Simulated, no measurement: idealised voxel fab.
The document below concerns the process module designated voxel self aligned vias.
The figure presents cross-section cut, which has a width of 240 nm and is divided into square cells with an edge length of 5 nm.
We lay out every cross-section as a grid of square cells and spell it out in bands from the top down, where one band means one or more rows of cells.
A band entry consists of two parts. The first gives the height of the band's top and the height of its bottom, in nm. The rest lists the band's materials from left to right, each with its width in nm. A single material labelled with the word "full width" fills the band from edge to edge, and the word "empty" marks empty space.
Heads up on the height convention: 0 is the point under which the incoming wafer is all one material, and the lowest band has no bottom, it just keeps going down, like "0 -> down".
A two-number width, for instance "30..40", indicates that the width is equal to the first number in the top row of the band and to the second number in the bottom row, and that it changes by a constant amount per row of cells.
"no modification" (step): cross-section cells unchanged, all of them.
"Sealed voids": sealed empty spaces, 8 cells or more, no open way to top, listed width x height at distance, with distance from the left edge and width, height and distance in nm.
Where a step's line continues beyond its settings, the continuation is a remark by the simulator itself on that step.
overlay nm: mask offset rightward from planned place, masked step; negative means leftward offset.
[Process steps (planned)]
1 RECEIVE,material Si
2 CONFORMAL_DEP,material SiO2,thk nm 15
3 CONFORMAL_DEP,material SiCN,thk nm 5
4 DIRECTIONAL_DEP,material lowk,thk nm 25
5 MASKED_ETCH,tone open,mask id LINES,width nm 30,pitch nm 65,etch materials lowk,depth nm 25,overlay nm 0
6 CONFORMAL_DEP,material TiN,thk nm 5
7 FILL_DEP,material W,thk nm 10
8 CMP,height nm 45
9 SELECTIVE_ETCH,etch materials W Ru TiN,depth nm 10
10 FILL_DEP,material SiN,thk nm 5
11 CMP,height nm 45
12 DIRECTIONAL_DEP,material lowk,thk nm 20
13 PATTERN,tone open,mask id VIAS,material resist,width nm 40,pitch nm 65,thk nm 15,overlay nm 0
14 DIRECTIONAL_ETCH,etch materials lowk,depth nm 20
15 DIRECTIONAL_ETCH,etch materials SiN,depth nm 10
16 STRIP,etch materials resist
17 CONFORMAL_DEP,material TiN,thk nm 5
18 FILL_DEP,material Cu,thk nm 5
19 CMP,height nm 65
20 CONFORMAL_DEP,material SiCN,thk nm 5
[Wafer cross-section on receipt, i.e. after step 1]
0 -> down = Si full width
Sealed voids: none
[Result of the module, cross-sectioned: start per above, plan per above, one error in how it was run]
70 -> 65 = SiCN full width
65 -> 40 = lowk=40 / TiN=5 / Cu=20 / TiN=5 / lowk=35 / TiN=5 / Cu=20 / TiN=5 / lowk=35 / TiN=5 / Cu=20 / TiN=5 / lowk=40
40 -> 35 = lowk=40 / TiN=30 / lowk=35 / TiN=30 / lowk=35 / TiN=30 / lowk=40
35 -> 25 = lowk=40 / TiN=5 / W=20 / TiN=5 / lowk=35 / TiN=5 / W=20 / TiN=5 / lowk=35 / TiN=5 / W=20 / TiN=5 / lowk=40
25 -> 20 = lowk=40 / TiN=30 / lowk=35 / TiN=30 / lowk=35 / TiN=30 / lowk=40
20 -> 15 = SiCN full width
15 -> 0 = SiO2 full width
0 -> down = Si full width
Sealed voids: none
Against the plan, the run slipped here: step 13: run off-plan, actual operation and settings PATTERN,tone open,mask id VIAS,material resist,width nm 30,pitch nm 65,thk nm 15,overlay nm 0
